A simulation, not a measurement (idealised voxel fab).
The name of this process module is voxel fin reveal.
Section shown: cut. Width: 250 nm. Cell size: 5 nm, square.
The cross-sections in this document take the form of a grid made of square cells. They are written out as bands, in order from top to bottom. Each band consists of one or more rows of cells. Band: top and bottom heights (nm) first, top before bottom; then materials from left to right, widths in nm. "all across" marks a sole material filling the band edge to edge. "empty" denotes empty space. Basically, 0 is our baseline, since under it the wafer straight out of the box is all one material. The bottom band has no lower end and keeps on going down, so it looks like "0 -> down". The notation "30->40" denotes a width that varies across the rows of cells in the band, beginning at the first number in the top row, finishing at the second number in the bottom row, and changing by an identical amount from each row to the next. "everything unchanged" after a step means that no cell of the cross-section changed. In "Closed empty spaces" the enclosed voids are listed, meaning empty spaces of 8 cells or larger without any opening to the top. The form is width x height at distance, distance from the left edge, units nm. Note: text after step settings on the step line = simulator remark on that step. overlay nm: how far to the right of its planned place the mask lay on this masked step (negative: to the left).

INTENDED PROCESS STEPS
step 1: RECEIVE: material Si
step 2: CONFORMAL_DEP: material SiN, thk nm 5
step 3: DIRECTIONAL_DEP: material aC, thk nm 15
step 4: PATTERN: tone cover, mask id FINS, material resist, width nm 15, pitch nm 35, thk nm 35, overlay nm 0
step 5: DIRECTIONAL_ETCH: etch materials aC, depth nm 15
step 6: STRIP: etch materials resist
step 7: DIRECTIONAL_ETCH: etch materials SiN, depth nm 5
step 8: DIRECTIONAL_ETCH: etch materials Si, depth nm 30
step 9: STRIP: etch materials aC
step 10: OXIDIZE: depth nm 5
step 11: FILL_DEP: material SiO2, thk nm 15
step 12: CMP: height nm 5
step 13: SELECTIVE_ETCH: etch materials SiO2, depth nm 15
step 14: STRIP: etch materials SiN

FIRST OF TWO WAFERS, PROCESSED ACCORDING TO PLAN

WAFER AT RECEIPT (POST STEP 1), CROSS-SECTION
0 -> down | Si all across
Closed empty spaces: none

TAKE A LOOK AT THE WAFER'S CROSS-SECTION AFTER STEP 2
5 -> 0 | SiN all across
Lower than 0, everything is as it was.

TAKE A LOOK AT THE WAFER'S CROSS-SECTION AFTER STEP 3
20 -> 5 | aC all across
Lower than 5, everything is as it was.

TAKE A LOOK AT THE WAFER'S CROSS-SECTION AFTER STEP 4
55 -> 20 | 65 nm empty; 15 nm resist; 20 nm empty; 15 nm resist; 20 nm empty; 15 nm resist; 20 nm empty; 15 nm resist; 65 nm empty
Lower than 20, everything is as it was.

TAKE A LOOK AT THE WAFER'S CROSS-SECTION AFTER STEP 5
40 -> 20 | 65 nm empty; 15 nm resist; 20 nm empty; 15 nm resist; 20 nm empty; 15 nm resist; 20 nm empty; 15 nm resist; 65 nm empty
20 -> 5 | 65 nm empty; 15 nm aC; 20 nm empty; 15 nm aC; 20 nm empty; 15 nm aC; 20 nm empty; 15 nm aC; 65 nm empty
Lower than 5, everything is as it was.

TAKE A LOOK AT THE WAFER'S CROSS-SECTION AFTER STEP 6
20 -> 5 | 65 nm empty; 15 nm aC; 20 nm empty; 15 nm aC; 20 nm empty; 15 nm aC; 20 nm empty; 15 nm aC; 65 nm empty
Lower than 5, everything is as it was.

TAKE A LOOK AT THE WAFER'S CROSS-SECTION AFTER STEP 7
20 -> 5 | 65 nm empty; 15 nm aC; 20 nm empty; 15 nm aC; 20 nm empty; 15 nm aC; 20 nm empty; 15 nm aC; 65 nm empty
5 -> 0 | 65 nm empty; 15 nm SiN; 20 nm empty; 15 nm SiN; 20 nm empty; 15 nm SiN; 20 nm empty; 15 nm SiN; 65 nm empty
Lower than 0, everything is as it was.

TAKE A LOOK AT THE WAFER'S CROSS-SECTION AFTER STEP 8
20 -> 5 | 65 nm empty; 15 nm aC; 20 nm empty; 15 nm aC; 20 nm empty; 15 nm aC; 20 nm empty; 15 nm aC; 65 nm empty
5 -> 0 | 65 nm empty; 15 nm SiN; 20 nm empty; 15 nm SiN; 20 nm empty; 15 nm SiN; 20 nm empty; 15 nm SiN; 65 nm empty
0 -> -30 | 65 nm empty; 15 nm Si; 20 nm empty; 15 nm Si; 20 nm empty; 15 nm Si; 20 nm empty; 15 nm Si; 65 nm empty
Lower than -30, everything is as it was.

TAKE A LOOK AT THE WAFER'S CROSS-SECTION AFTER STEP 9
5 -> 0 | 65 nm empty; 15 nm SiN; 20 nm empty; 15 nm SiN; 20 nm empty; 15 nm SiN; 20 nm empty; 15 nm SiN; 65 nm empty
Lower than 0, everything is as it was.

TAKE A LOOK AT THE WAFER'S CROSS-SECTION AFTER STEP 10
5 -> 0 | 65 nm empty; 15 nm SiN; 20 nm empty; 15 nm SiN; 20 nm empty; 15 nm SiN; 20 nm empty; 15 nm SiN; 65 nm empty
0 -> -30 | 65 nm empty; 5 nm SiO2; 5 nm Si; 5 nm SiO2; 20 nm empty; 5 nm SiO2; 5 nm Si; 5 nm SiO2; 20 nm empty; 5 nm SiO2; 5 nm Si; 5 nm SiO2; 20 nm empty; 5 nm SiO2; 5 nm Si; 5 nm SiO2; 65 nm empty
-30 -> -35 | 70 nm SiO2; 5 nm Si; 30 nm SiO2; 5 nm Si; 30 nm SiO2; 5 nm Si; 30 nm SiO2; 5 nm Si; 70 nm SiO2
Lower than -35, everything is as it was.

TAKE A LOOK AT THE WAFER'S CROSS-SECTION AFTER STEP 11
20 -> 5 | SiO2 all across
5 -> 0 | 65 nm SiO2; 15 nm SiN; 20 nm SiO2; 15 nm SiN; 20 nm SiO2; 15 nm SiN; 20 nm SiO2; 15 nm SiN; 65 nm SiO2
0 -> -35 | 70 nm SiO2; 5 nm Si; 30 nm SiO2; 5 nm Si; 30 nm SiO2; 5 nm Si; 30 nm SiO2; 5 nm Si; 70 nm SiO2
Lower than -35, everything is as it was.

TAKE A LOOK AT THE WAFER'S CROSS-SECTION AFTER STEP 12
5 -> 0 | 65 nm SiO2; 15 nm SiN; 20 nm SiO2; 15 nm SiN; 20 nm SiO2; 15 nm SiN; 20 nm SiO2; 15 nm SiN; 65 nm SiO2
Lower than 0, everything is as it was.

TAKE A LOOK AT THE WAFER'S CROSS-SECTION AFTER STEP 13
5 -> 0 | 65 nm empty; 15 nm SiN; 20 nm empty; 15 nm SiN; 20 nm empty; 15 nm SiN; 20 nm empty; 15 nm SiN; 65 nm empty
0 -> -10 | 70 nm empty; 5 nm Si; 30 nm empty; 5 nm Si; 30 nm empty; 5 nm Si; 30 nm empty; 5 nm Si; 70 nm empty
Lower than -10, everything is as it was.

TAKE A LOOK AT THE WAFER'S CROSS-SECTION AFTER STEP 14
0 -> -10 | 70 nm empty; 5 nm Si; 30 nm empty; 5 nm Si; 30 nm empty; 5 nm Si; 30 nm empty; 5 nm Si; 70 nm empty
Lower than -10, everything is as it was.

SECOND WAFER: SAME START AND SAME PLAN AS THE FIRST, ONE EXECUTION ERROR; IDENTICAL TO THE FIRST THROUGH STEP 3

HERE IS THE SECOND WAFER IN CROSS-SECTION AT THE POINT WHERE STEP 4 OF THE PLAN SHOULD HAVE BEEN DONE
55 -> 20 | 65 nm empty; 20 nm resist; 15 nm empty; 20 nm resist; 15 nm empty; 20 nm resist; 15 nm empty; 20 nm resist; 60 nm empty
Lower than 20, everything is as it was.

HERE IS THE SECOND WAFER IN CROSS-SECTION AT THE POINT WHERE STEP 5 OF THE PLAN SHOULD HAVE BEEN DONE
40 -> 20 | 65 nm empty; 20 nm resist; 15 nm empty; 20 nm resist; 15 nm empty; 20 nm resist; 15 nm empty; 20 nm resist; 60 nm empty
20 -> 5 | 65 nm empty; 20 nm aC; 15 nm empty; 20 nm aC; 15 nm empty; 20 nm aC; 15 nm empty; 20 nm aC; 60 nm empty
Lower than 5, everything is as it was.

HERE IS THE SECOND WAFER IN CROSS-SECTION AT THE POINT WHERE STEP 6 OF THE PLAN SHOULD HAVE BEEN DONE
20 -> 5 | 65 nm empty; 20 nm aC; 15 nm empty; 20 nm aC; 15 nm empty; 20 nm aC; 15 nm empty; 20 nm aC; 60 nm empty
Lower than 5, everything is as it was.

HERE IS THE SECOND WAFER IN CROSS-SECTION AT THE POINT WHERE STEP 7 OF THE PLAN SHOULD HAVE BEEN DONE
20 -> 5 | 65 nm empty; 20 nm aC; 15 nm empty; 20 nm aC; 15 nm empty; 20 nm aC; 15 nm empty; 20 nm aC; 60 nm empty
5 -> 0 | 65 nm empty; 20 nm SiN; 15 nm empty; 20 nm SiN; 15 nm empty; 20 nm SiN; 15 nm empty; 20 nm SiN; 60 nm empty
Lower than 0, everything is as it was.

HERE IS THE SECOND WAFER IN CROSS-SECTION AT THE POINT WHERE STEP 8 OF THE PLAN SHOULD HAVE BEEN DONE
20 -> 5 | 65 nm empty; 20 nm aC; 15 nm empty; 20 nm aC; 15 nm empty; 20 nm aC; 15 nm empty; 20 nm aC; 60 nm empty
5 -> 0 | 65 nm empty; 20 nm SiN; 15 nm empty; 20 nm SiN; 15 nm empty; 20 nm SiN; 15 nm empty; 20 nm SiN; 60 nm empty
0 -> -30 | 65 nm empty; 20 nm Si; 15 nm empty; 20 nm Si; 15 nm empty; 20 nm Si; 15 nm empty; 20 nm Si; 60 nm empty
Lower than -30, everything is as it was.

HERE IS THE SECOND WAFER IN CROSS-SECTION AT THE POINT WHERE STEP 9 OF THE PLAN SHOULD HAVE BEEN DONE
5 -> 0 | 65 nm empty; 20 nm SiN; 15 nm empty; 20 nm SiN; 15 nm empty; 20 nm SiN; 15 nm empty; 20 nm SiN; 60 nm empty
Lower than 0, everything is as it was.

HERE IS THE SECOND WAFER IN CROSS-SECTION AT THE POINT WHERE STEP 10 OF THE PLAN SHOULD HAVE BEEN DONE
5 -> 0 | 65 nm empty; 20 nm SiN; 15 nm empty; 20 nm SiN; 15 nm empty; 20 nm SiN; 15 nm empty; 20 nm SiN; 60 nm empty
0 -> -30 | 65 nm empty; 5 nm SiO2; 10 nm Si; 5 nm SiO2; 15 nm empty; 5 nm SiO2; 10 nm Si; 5 nm SiO2; 15 nm empty; 5 nm SiO2; 10 nm Si; 5 nm SiO2; 15 nm empty; 5 nm SiO2; 10 nm Si; 5 nm SiO2; 60 nm empty
-30 -> -35 | 70 nm SiO2; 10 nm Si; 25 nm SiO2; 10 nm Si; 25 nm SiO2; 10 nm Si; 25 nm SiO2; 10 nm Si; 65 nm SiO2
Lower than -35, everything is as it was.

HERE IS THE SECOND WAFER IN CROSS-SECTION AT THE POINT WHERE STEP 11 OF THE PLAN SHOULD HAVE BEEN DONE
20 -> 5 | SiO2 all across
5 -> 0 | 65 nm SiO2; 20 nm SiN; 15 nm SiO2; 20 nm SiN; 15 nm SiO2; 20 nm SiN; 15 nm SiO2; 20 nm SiN; 60 nm SiO2
0 -> -35 | 70 nm SiO2; 10 nm Si; 25 nm SiO2; 10 nm Si; 25 nm SiO2; 10 nm Si; 25 nm SiO2; 10 nm Si; 65 nm SiO2
Lower than -35, everything is as it was.

HERE IS THE SECOND WAFER IN CROSS-SECTION AT THE POINT WHERE STEP 12 OF THE PLAN SHOULD HAVE BEEN DONE
5 -> 0 | 65 nm SiO2; 20 nm SiN; 15 nm SiO2; 20 nm SiN; 15 nm SiO2; 20 nm SiN; 15 nm SiO2; 20 nm SiN; 60 nm SiO2
Lower than 0, everything is as it was.

HERE IS THE SECOND WAFER IN CROSS-SECTION AT THE POINT WHERE STEP 13 OF THE PLAN SHOULD HAVE BEEN DONE
5 -> 0 | 65 nm empty; 20 nm SiN; 15 nm empty; 20 nm SiN; 15 nm empty; 20 nm SiN; 15 nm empty; 20 nm SiN; 60 nm empty
0 -> -10 | 70 nm empty; 10 nm Si; 25 nm empty; 10 nm Si; 25 nm empty; 10 nm Si; 25 nm empty; 10 nm Si; 65 nm empty
Lower than -10, everything is as it was.

HERE IS THE SECOND WAFER IN CROSS-SECTION AT THE POINT WHERE STEP 14 OF THE PLAN SHOULD HAVE BEEN DONE
0 -> -10 | 70 nm empty; 10 nm Si; 25 nm empty; 10 nm Si; 25 nm empty; 10 nm Si; 25 nm empty; 10 nm Si; 65 nm empty
Lower than -10, everything is as it was.
It is concluded that the wafer was processed incorrectly with respect to the plan, in that rather than as planned, step 4 actually ran as PATTERN: tone cover, mask id FINS, material resist, width nm 20, pitch nm 35, thk nm 35, overlay nm 0
Heads up, by the end the second wafer has more or fewer cells of some materials compared to the first: 28 more of Si, 20 fewer of SiO2
